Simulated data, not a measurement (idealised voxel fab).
The process module presented herein is designated voxel local oxidation.
Displayed cross-section: cut, width of 255 nm, square cells sized 5 nm.
Think of the cross-section as a grid of square cells. We describe it in bands, top to bottom, and each band covers one or more rows of those cells.
Read a band's entry like this: the first values are the height of its top and the height of its bottom in nm, and what follows is the sequence of materials from left to right, each with its width in nm. Note that "air" is empty space, and that a single material marked "full width" reaches across the band from edge to edge.
Zero point of the height axis is 0; under it, received wafer = one material. Lowest band: continues down indefinitely, "from 0 down".
A width such as "30 to 40" changes by the same amount from each row of cells to the next, from the band's top row to its bottom row.
Basically "remains unaltered" means that step didn't change any cell in the cross-section.
"Closed void register" contains a list of empty spaces, each no smaller than 8 cells and without an open way to the top, written in the form width x height at distance with the distance from the left edge and all three in nm.
The remark found on a step's line after its settings is issued by the simulator itself and pertains to that step.
A step's line can hold "overlay nm"; with a mask on that step, the setting says how far right of the planned place the mask lay, while a negative setting says it lay to the left.
Steps planned for the process
1. RECEIVE: material Si
2. CONFORMAL_DEP: material SiO2, thk nm 5
3. CONFORMAL_DEP: material SiN, thk nm 15
4. PATTERN: tone cover, mask id ACTIVE, material resist, width nm 95, thk nm 20, overlay nm 0
5. DIRECTIONAL_ETCH: etch materials SiN, depth nm 15
6. STRIP: etch materials resist
7. SELECTIVE_ETCH: etch materials SiO2, depth nm 5
8. OXIDIZE: depth nm 10
9. STRIP: etch materials SiN
Cross-section of the wafer as it came to us, i.e., already through step 1
    from 0 down  Si full width
    Closed void register: none
Post-module cross-section: identical start and plan to those above, one misstep in execution
    from 5 to 0  SiO2=75; air=105; SiO2=75
    from 0 to -10  Si=65; SiO2=125; Si=65
    from -10 down  Si full width
    Closed void register: none
Nonconformance to the process plan: step 4 was not run as planned; what actually ran was PATTERN: tone open, mask id ACTIVE, material resist, width nm 95, thk nm 20, overlay nm 0
